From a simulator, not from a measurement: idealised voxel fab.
process module | voxel double patterning
cross-section cut | 170 nm wide | cells 5 nm
Cross-section = grid of square cells, listed top down in bands; band = one or more rows. Band: top and bottom heights (nm) first, top before bottom; then materials from left to right, widths in nm. "full width" marks a sole material filling the band edge to edge. "empty" denotes empty space. Heights are measured from 0, the level below which the as-received wafer is all one material; the lowest band has no bottom and continues downward, written as in "0 -> down". A two-number width, for instance "30..40", indicates that the width is equal to the first number in the top row of the band and to the second number in the bottom row, and that it changes by a constant amount per row of cells. Reading "no change occurred" for a step: not a cell of the cross-section changed in it. In the "Voids lacking openings" entry, you get each enclosed empty space of 8 cells or more, one with no open way to the top, written width x height at distance, distance from the left edge, in nm. If you see something after the settings on a step's line, that's the simulator's own remark about that step. overlay nm: for a step with a mask, the amount by which the mask lay right of where it was planned; a negative amount means left of it.

The planned process steps are enumerated hereunder
1,RECEIVE | material Si
2,CONFORMAL_DEP | material SiN | thk nm 10
3,DIRECTIONAL_DEP | material SiO2 | thk nm 10
4,DIRECTIONAL_DEP | material SiCN | thk nm 10
5,DIRECTIONAL_DEP | material aC | thk nm 15
6,PATTERN | tone open | mask id FIRST | material resist | width nm 15 | pitch nm 50 | thk nm 35 | overlay nm 0
7,DIRECTIONAL_ETCH | etch materials aC | depth nm 15
8,STRIP | etch materials resist
9,DIRECTIONAL_ETCH | etch materials SiCN | depth nm 10
10,STRIP | etch materials aC
11,PATTERN | tone open | mask id SECOND | material resist | width nm 15 | thk nm 20 | overlay nm 0
12,DIRECTIONAL_ETCH | etch materials SiCN | depth nm 10
13,STRIP | etch materials resist
14,DIRECTIONAL_ETCH | etch materials SiO2 | depth nm 10
15,STRIP | etch materials SiCN

The first wafer of two, processed as planned

Step 1 complete: cross-section of the wafer as received
> 0 -> down | Si full width
> Voids lacking openings: none

The following cross-section depicts the wafer upon completion of step 2
> 10 -> 0 | SiN full width
> Under 0: no change, same as before.

The following cross-section depicts the wafer upon completion of step 3
> 20 -> 10 | SiO2 full width
> Under 10: no change, same as before.

The following cross-section depicts the wafer upon completion of step 4
> 30 -> 20 | SiCN full width
> Under 20: no change, same as before.

The following cross-section depicts the wafer upon completion of step 5
> 45 -> 30 | aC full width
> Under 30: no change, same as before.

The following cross-section depicts the wafer upon completion of step 6
> 80 -> 45 | 50 of resist | 15 of empty | 35 of resist | 15 of empty | 55 of resist
> Under 45: no change, same as before.

The following cross-section depicts the wafer upon completion of step 7
> 65 -> 45 | 50 of resist | 15 of empty | 35 of resist | 15 of empty | 55 of resist
> 45 -> 30 | 50 of aC | 15 of empty | 35 of aC | 15 of empty | 55 of aC
> Under 30: no change, same as before.

The following cross-section depicts the wafer upon completion of step 8
> 45 -> 30 | 50 of aC | 15 of empty | 35 of aC | 15 of empty | 55 of aC
> Under 30: no change, same as before.

The following cross-section depicts the wafer upon completion of step 9
> 45 -> 30 | 50 of aC | 15 of empty | 35 of aC | 15 of empty | 55 of aC
> 30 -> 20 | 50 of SiCN | 15 of empty | 35 of SiCN | 15 of empty | 55 of SiCN
> Under 20: no change, same as before.

The following cross-section depicts the wafer upon completion of step 10
> 30 -> 20 | 50 of SiCN | 15 of empty | 35 of SiCN | 15 of empty | 55 of SiCN
> Under 20: no change, same as before.

The following cross-section depicts the wafer upon completion of step 11
> 50 -> 30 | 75 of resist | 15 of empty | 80 of resist
> 30 -> 20 | 50 of SiCN | 15 of resist | 35 of SiCN | 15 of resist | 55 of SiCN
> Under 20: no change, same as before.

The following cross-section depicts the wafer upon completion of step 12
> 50 -> 30 | 75 of resist | 15 of empty | 80 of resist
> 30 -> 20 | 50 of SiCN | 15 of resist | 10 of SiCN | 15 of empty | 10 of SiCN | 15 of resist | 55 of SiCN
> Under 20: no change, same as before.

The following cross-section depicts the wafer upon completion of step 13
> 30 -> 20 | 50 of SiCN | 15 of empty | 10 of SiCN | 15 of empty | 10 of SiCN | 15 of empty | 55 of SiCN
> Under 20: no change, same as before.

The following cross-section depicts the wafer upon completion of step 14
> 30 -> 20 | 50 of SiCN | 15 of empty | 10 of SiCN | 15 of empty | 10 of SiCN | 15 of empty | 55 of SiCN
> 20 -> 10 | 50 of SiO2 | 15 of empty | 10 of SiO2 | 15 of empty | 10 of SiO2 | 15 of empty | 55 of SiO2
> Under 10: no change, same as before.

The following cross-section depicts the wafer upon completion of step 15
> 20 -> 10 | 50 of SiO2 | 15 of empty | 10 of SiO2 | 15 of empty | 10 of SiO2 | 15 of empty | 55 of SiO2
> Under 10: no change, same as before.

For the second wafer, take the first wafer's start and plan, then add one mistake made in running it; everything through step 10, that step included, is shared with the first

Second wafer cross-section, taken as of the time the plan sets for step 11 to be done
> 50 -> 30 | 75 of empty | 15 of resist | 80 of empty
> Under 30: no change, same as before.

Second wafer cross-section, taken as of the time the plan sets for step 12 to be done
> 50 -> 30 | 75 of empty | 15 of resist | 80 of empty
> 30 -> 20 | 75 of empty | 15 of SiCN | 80 of empty
> Under 20: no change, same as before.

Second wafer cross-section, taken as of the time the plan sets for step 13 to be done
> 30 -> 20 | 75 of empty | 15 of SiCN | 80 of empty
> Under 20: no change, same as before.

Second wafer cross-section, taken as of the time the plan sets for step 14 to be done
> 30 -> 20 | 75 of empty | 15 of SiCN | 80 of empty
> 20 -> 10 | 75 of empty | 15 of SiO2 | 80 of empty
> Under 10: no change, same as before.

Second wafer cross-section, taken as of the time the plan sets for step 15 to be done
> 20 -> 10 | 75 of empty | 15 of SiO2 | 80 of empty
> Under 10: no change, same as before.
What was done differently from what was planned? step 11 was run on a setting that differed from the plan, and what really ran there is PATTERN | tone cover | mask id SECOND | material resist | width nm 15 | thk nm 20 | overlay nm 0
Final wafer comparison in cells, second versus first, more or fewer per material: SiO2 -44
